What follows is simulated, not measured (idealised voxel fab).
Process module in this document: voxel transistor to metal
Displayed cross-section: cut, width of 140 nm, square cells sized 5 nm.
Cross-section spec: square-cell grid; bands listed top down; each band is one or more rows. For a band, the entry starts with two heights in nm, that of the top and then that of the bottom, and carries on with the band's materials in order from left to right, each alongside its width in nm; the word "everywhere" beside a single material means it fills the band edge to edge, and "blank" means empty space. For the purposes of this specification, 0 denotes the height below which the wafer in its as-received condition is composed wholly of one material, and the lowermost band, lacking a lower limit, extends downward without end, as expressed in "0..down". It should be noted that a width expressed as "30->40" varies in equal increments from row to row of cells within the band, taking the value of the first number at the top row and that of the second number at the bottom row. Where a step carries "no modifications", the cross-section came out of it unchanged, cell for cell. This entry, "Unvented internal voids", enumerates those empty regions of no fewer than 8 cells that possess no open connection to the top. Each region is reported in the form width x height at distance, the distance being taken from the left edge, with all three quantities expressed in nm. Anything after a step's settings on that line? It's the simulator's own note about the step. Regarding "overlay nm": on a step with a mask, it is the distance the mask lay to the right of its planned place; a negative value places it to the left.
### Below is the list of planned process steps
1) RECEIVE: material Si
2) OXIDIZE: depth nm 5
3) CONFORMAL_DEP: material SiN, thk nm 10
4) PATTERN: tone cover, mask id ACTIVE, material resist, width nm 105, thk nm 15, overlay nm 0
5) DIRECTIONAL_ETCH: etch materials SiN, depth nm 10
6) DIRECTIONAL_ETCH: etch materials SiO2, depth nm 5
7) DIRECTIONAL_ETCH: etch materials Si, depth nm 25
8) STRIP: etch materials resist
9) OXIDIZE: depth nm 5
10) FILL_DEP: material SiO2, thk nm 5
11) CMP: height nm 10
12) SELECTIVE_ETCH: etch materials SiO2, depth nm 10
13) STRIP: etch materials SiN
14) SELECTIVE_ETCH: etch materials SiO2, depth nm 5
15) OXIDIZE: depth nm 5
16) DIRECTIONAL_DEP: material polySi, thk nm 25
17) DIRECTIONAL_DEP: material SiCN, thk nm 15
18) PATTERN: tone cover, mask id GATE, material resist, width nm 15, thk nm 20, overlay nm 0
19) DIRECTIONAL_ETCH: etch materials SiCN, depth nm 25
20) DIRECTIONAL_ETCH: etch materials polySi, depth nm 35
21) STRIP: etch materials resist
22) CONFORMAL_DEP: material SiO2, thk nm 5
23) DIRECTIONAL_ETCH: etch materials SiO2, depth nm 5
24) CONFORMAL_DEP: material SiN, thk nm 5
25) DIRECTIONAL_ETCH: etch materials SiN, depth nm 5
26) DIRECTIONAL_ETCH: etch materials SiO2, depth nm 5
27) DIRECTIONAL_ETCH: etch materials Si, depth nm 10
28) EPI: material SiGe, thk nm 10
29) FILL_DEP: material SiO2, thk nm 10
30) CMP: height nm 35
31) DIRECTIONAL_DEP: material SiO2, thk nm 15
32) MASKED_ETCH: tone open, mask id CONTACT, width nm 20, pitch nm 75, etch materials SiO2, depth nm 60, overlay nm 0
33) CONFORMAL_DEP: material TiN, thk nm 5
34) FILL_DEP: material W, thk nm 5
35) CMP: height nm 50
36) CONFORMAL_DEP: material SiN, thk nm 5
37) DIRECTIONAL_DEP: material SiO2, thk nm 25
38) MASKED_ETCH: tone open, mask id METAL_1, width nm 20, pitch nm 75, etch materials SiO2, depth nm 25, overlay nm 0
39) MASKED_ETCH: tone open, mask id METAL_1, width nm 20, pitch nm 75, etch materials SiN, depth nm 5, overlay nm 0
40) CONFORMAL_DEP: material TiN, thk nm 5
41) FILL_DEP: material Cu, thk nm 10
42) CMP: height nm 80
43) CONFORMAL_DEP: material SiCN, thk nm 5
44) DIRECTIONAL_DEP: material SiO2, thk nm 35
45) MASKED_ETCH: tone open, mask id METAL_2_HOLES, width nm 15, pitch nm 75, etch materials SiO2, depth nm 35, overlay nm 0
46) DIRECTIONAL_DEP: material aC, thk nm 15
47) PATTERN: tone open, mask id METAL_2, material resist, width nm 20, pitch nm 75, thk nm 35, overlay nm 0
48) DIRECTIONAL_ETCH: etch materials aC, depth nm 15
49) STRIP: etch materials resist
50) DIRECTIONAL_ETCH: etch materials SiO2, depth nm 20
51) DIRECTIONAL_ETCH: etch materials SiCN, depth nm 5
52) STRIP: etch materials aC
53) CONFORMAL_DEP: material TiN, thk nm 5
54) FILL_DEP: material Ru, thk nm 10
55) CMP: height nm 120
56) CONFORMAL_DEP: material SiN, thk nm 5
### The cross-section here shows the wafer as received, i.e. in its state after step 1
    0..down  Si everywhere
    Unvented internal voids: none
### Cross-sectional result after module completion. Note: starting condition and plan are unchanged from above; one processing mistake was made
    125..120  SiN everywhere
    120..105  20 nm SiO2 / 5 nm TiN / 10 nm Ru / 5 nm TiN / 55 nm SiO2 / 5 nm TiN / 10 nm Ru / 5 nm TiN / 25 nm SiO2
    105..100  20 nm SiO2 / 5 nm TiN / 5 nm Ru / 10 nm TiN / 55 nm SiO2 / 5 nm TiN / 5 nm Ru / 10 nm TiN / 25 nm SiO2
    100..85  20 nm SiO2 / 5 nm TiN / 5 nm Ru / 5 nm TiN / 60 nm SiO2 / 5 nm TiN / 5 nm Ru / 5 nm TiN / 30 nm SiO2
    85..80  20 nm SiCN / 15 nm TiN / 60 nm SiCN / 15 nm TiN / 30 nm SiCN
    80..60  15 nm Cu / 5 nm TiN / 20 nm SiO2 / 5 nm TiN / 45 nm Cu / 5 nm TiN / 20 nm SiO2 / 5 nm TiN / 20 nm Cu
    60..55  20 nm TiN / 20 nm SiO2 / 55 nm TiN / 20 nm SiO2 / 25 nm TiN
    55..50  SiN everywhere
    50..35  20 nm SiO2 / 5 nm TiN / 10 nm W / 5 nm TiN / 55 nm SiO2 / 5 nm TiN / 10 nm W / 5 nm TiN / 25 nm SiO2
    35..20  20 nm SiO2 / 5 nm TiN / 10 nm W / 5 nm TiN / 10 nm SiO2 / 5 nm SiN / 5 nm SiO2 / 15 nm SiCN / 5 nm SiO2 / 5 nm SiN / 10 nm SiO2 / 5 nm TiN / 10 nm W / 5 nm TiN / 25 nm SiO2
    20..0  20 nm SiO2 / 5 nm TiN / 10 nm W / 5 nm TiN / 10 nm SiO2 / 5 nm SiN / 5 nm SiO2 / 15 nm polySi / 5 nm SiO2 / 5 nm SiN / 10 nm SiO2 / 5 nm TiN / 10 nm W / 5 nm TiN / 25 nm SiO2
    0..-5  20 nm SiO2 / 5 nm TiN / 10 nm W / 5 nm TiN / 10 nm SiGe / 5 nm SiN / 5 nm SiO2 / 15 nm polySi / 5 nm SiO2 / 5 nm SiN / 10 nm SiGe / 5 nm TiN / 10 nm W / 5 nm TiN / 25 nm SiO2
    -5..-10  20 nm SiO2 / 20 nm TiN / 10 nm SiGe / 35 nm SiO2 / 10 nm SiGe / 20 nm TiN / 25 nm SiO2
    -10..-20  20 nm SiO2 / 30 nm SiGe / 35 nm Si / 30 nm SiGe / 25 nm SiO2
    -20..-35  20 nm SiO2 / 95 nm Si / 25 nm SiO2
    -35..down  Si everywhere
    Unvented internal voids: none
Nonconformance to the process plan: step 38 was not run as planned; what actually ran was MASKED_ETCH: tone cover, mask id METAL_1, width nm 20, pitch nm 75, etch materials SiO2, depth nm 25, overlay nm 0
